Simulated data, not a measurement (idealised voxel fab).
process module | voxel self aligned contacts
cross-section cut | 160 nm wide | cells 5 nm
A cross-section is a grid of square cells, given in bands from the top down. A band is one or more rows of cells.
Each band's line starts with the height of the band's top and of its bottom, in nm. Then come its materials from left to right, each with its width in nm. One material with "throughout" fills the band from edge to edge. "air" is empty space.
Height 0 is the level under which the wafer as received is all one material. The lowest band goes on downwards, as in "0 down".
A width such as "30 to 40" changes by the same amount from each row of cells to the next, from the band's top row to its bottom row.
"no change" after a step means that no cell of the cross-section changed.
closed voids: empty space of 8 cells or more with no open way to the top, each as width x height at its distance from the left edge, in nm
after a step's settings: what the simulator itself notes on the step
overlay nm, on a step with a mask: how far to the right of its planned place the mask lay; to the left if negative
plan
1 op RECEIVE | material Si
2 op CONFORMAL_DEP | material SiO2 | thk nm 5
3 op DIRECTIONAL_DEP | material polySi | thk nm 20
4 op DIRECTIONAL_DEP | material SiN | thk nm 25
5 op MASKED_ETCH | tone cover | mask id GATE | width nm 25 | pitch nm 60 | etch materials SiN | depth nm 25 | overlay nm 0
6 op MASKED_ETCH | tone cover | mask id GATE | width nm 25 | pitch nm 60 | etch materials polySi | depth nm 20 | overlay nm 0
7 op CONFORMAL_DEP | material SiN | thk nm 10
8 op DIRECTIONAL_ETCH | etch materials SiN | depth nm 10
9 op FILL_DEP | material SiO2 | thk nm 20
10 op CMP | height nm 60
11 op MASKED_ETCH | tone open | mask id CONTACT | width nm 45 | etch materials SiO2 | depth nm 60 | overlay nm 0
12 op CONFORMAL_DEP | material TiN | thk nm 5
13 op FILL_DEP | material Ru | thk nm 10
14 op CMP | height nm 60
15 op CONFORMAL_DEP | material SiCN | thk nm 5
as received, after step 1
  0 down: Si throughout
  closed voids: none
a wafer at the end: this start, this plan, one mistake
  65 to 60: SiCN throughout
  60 to 50: SiO2 55 | TiN 5 to 20 | Ru 35 to 5 | TiN 5 to 20 | SiO2 60
  50 to 30: SiO2 25 | SiN 45 | TiN 5 | Ru 5 | TiN 5 | SiN 45 | SiO2 30
  30 to 25: SiO2 25 | SiN 45 | TiN 15 | SiN 45 | SiO2 30
  25 to 5: SiO2 20 | SiN 10 | polySi 35 | SiN 10 | TiN 5 | SiN 10 | polySi 35 | SiN 10 | SiO2 25
  5 to 0: SiO2 75 | TiN 5 | SiO2 80
  0 down: Si throughout
  closed voids: none
what went wrong: step 6 ran as: op MASKED_ETCH | tone cover | mask id GATE | width nm 35 | pitch nm 60 | etch materials polySi | depth nm 20 | overlay nm 0
